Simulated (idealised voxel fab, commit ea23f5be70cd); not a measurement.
process module | voxel spacer lines
cross-section cut | 265 nm wide | cells 5 nm
A cross-section is a grid of square cells, given in bands from the top down. A band is one or more rows of cells.
Each band's line starts with the height of the band's top and of its bottom, in nm. Then come its materials from left to right, each with its width in nm. One material with "throughout" fills the band from edge to edge. "air" is empty space.
Height 0 is the level under which the wafer as received is all one material. The lowest band goes on downwards, as in "0 down".
A width such as "30 to 40" changes by the same amount from each row of cells to the next, from the band's top row to its bottom row.
"no change" after a step means that no cell of the cross-section changed.
closed voids: empty space of 8 cells or more with no open way to the top, each as width x height at its distance from the left edge, in nm
after a step's settings: what the simulator itself notes on the step
overlay nm, on a step with a mask: how far to the right of its planned place the mask lay; to the left if negative
plan
1 op RECEIVE | material Si
2 op CONFORMAL_DEP | material Al2O3 | thk nm 10
3 op DIRECTIONAL_DEP | material W | thk nm 10
4 op DIRECTIONAL_DEP | material polySi | thk nm 25
5 op PATTERN | tone cover | mask id MANDREL | material resist | width nm 20 | pitch nm 70 | thk nm 30 | overlay nm 0
6 op DIRECTIONAL_ETCH | etch materials polySi | depth nm 25
7 op STRIP | etch materials resist
8 op CONFORMAL_DEP | material SiO2 | thk nm 15
9 op DIRECTIONAL_ETCH | etch materials SiO2 | depth nm 15
10 op STRIP | etch materials polySi
11 op DIRECTIONAL_ETCH | etch materials W | depth nm 10
12 op STRIP | etch materials SiO2
first wafer, as planned
as received, after step 1
  0 down: Si throughout
  closed voids: none
after step 2
  10 to 0: Al2O3 throughout
  below 0: unchanged
after step 3
  20 to 10: W throughout
  below 10: unchanged
after step 4
  45 to 20: polySi throughout
  below 20: unchanged
after step 5
  75 to 45: air 85 | resist 20 | air 50 | resist 20 | air 90
  below 45: unchanged
after step 6
  75 to 45: air 85 | resist 20 | air 50 | resist 20 | air 90
  45 to 20: air 85 | polySi 20 | air 50 | polySi 20 | air 90
  below 20: unchanged
after step 7
  45 to 20: air 85 | polySi 20 | air 50 | polySi 20 | air 90
  below 20: unchanged
after step 8
  60 to 45: air 70 | SiO2 50 | air 20 | SiO2 50 | air 75
  45 to 35: air 70 | SiO2 15 | polySi 20 | SiO2 15 | air 20 | SiO2 15 | polySi 20 | SiO2 15 | air 75
  35 to 20: SiO2 85 | polySi 20 | SiO2 50 | polySi 20 | SiO2 90
  below 20: unchanged
after step 9
  45 to 20: air 70 | SiO2 15 | polySi 20 | SiO2 15 | air 20 | SiO2 15 | polySi 20 | SiO2 15 | air 75
  below 20: unchanged
after step 10
  45 to 20: air 70 | SiO2 15 | air 20 | SiO2 15 | air 20 | SiO2 15 | air 20 | SiO2 15 | air 75
  below 20: unchanged
after step 11
  45 to 20: air 70 | SiO2 15 | air 20 | SiO2 15 | air 20 | SiO2 15 | air 20 | SiO2 15 | air 75
  20 to 10: air 70 | W 15 | air 20 | W 15 | air 20 | W 15 | air 20 | W 15 | air 75
  below 10: unchanged
after step 12
  20 to 10: air 70 | W 15 | air 20 | W 15 | air 20 | W 15 | air 20 | W 15 | air 75
  below 10: unchanged
second wafer: like start, like plan, one mistake. Through step 1 it matches the first wafer
when step 2 should have ended
  15 to 0: Al2O3 throughout
  below 0: unchanged
when step 3 should have ended
  25 to 15: W throughout
  below 15: unchanged
when step 4 should have ended
  50 to 25: polySi throughout
  below 25: unchanged
when step 5 should have ended
  80 to 50: air 85 | resist 20 | air 50 | resist 20 | air 90
  below 50: unchanged
when step 6 should have ended
  80 to 50: air 85 | resist 20 | air 50 | resist 20 | air 90
  50 to 25: air 85 | polySi 20 | air 50 | polySi 20 | air 90
  below 25: unchanged
when step 7 should have ended
  50 to 25: air 85 | polySi 20 | air 50 | polySi 20 | air 90
  below 25: unchanged
when step 8 should have ended
  65 to 50: air 70 | SiO2 50 | air 20 | SiO2 50 | air 75
  50 to 40: air 70 | SiO2 15 | polySi 20 | SiO2 15 | air 20 | SiO2 15 | polySi 20 | SiO2 15 | air 75
  40 to 25: SiO2 85 | polySi 20 | SiO2 50 | polySi 20 | SiO2 90
  below 25: unchanged
when step 9 should have ended
  50 to 25: air 70 | SiO2 15 | polySi 20 | SiO2 15 | air 20 | SiO2 15 | polySi 20 | SiO2 15 | air 75
  below 25: unchanged
when step 10 should have ended
  50 to 25: air 70 | SiO2 15 | air 20 | SiO2 15 | air 20 | SiO2 15 | air 20 | SiO2 15 | air 75
  below 25: unchanged
when step 11 should have ended
  50 to 25: air 70 | SiO2 15 | air 20 | SiO2 15 | air 20 | SiO2 15 | air 20 | SiO2 15 | air 75
  25 to 15: air 70 | W 15 | air 20 | W 15 | air 20 | W 15 | air 20 | W 15 | air 75
  below 15: unchanged
when step 12 should have ended
  25 to 15: air 70 | W 15 | air 20 | W 15 | air 20 | W 15 | air 20 | W 15 | air 75
  below 15: unchanged
what went wrong: step 2 ran as: op CONFORMAL_DEP | material Al2O3 | thk nm 15
at the end the second wafer has, in cells: 53 more of Al2O3
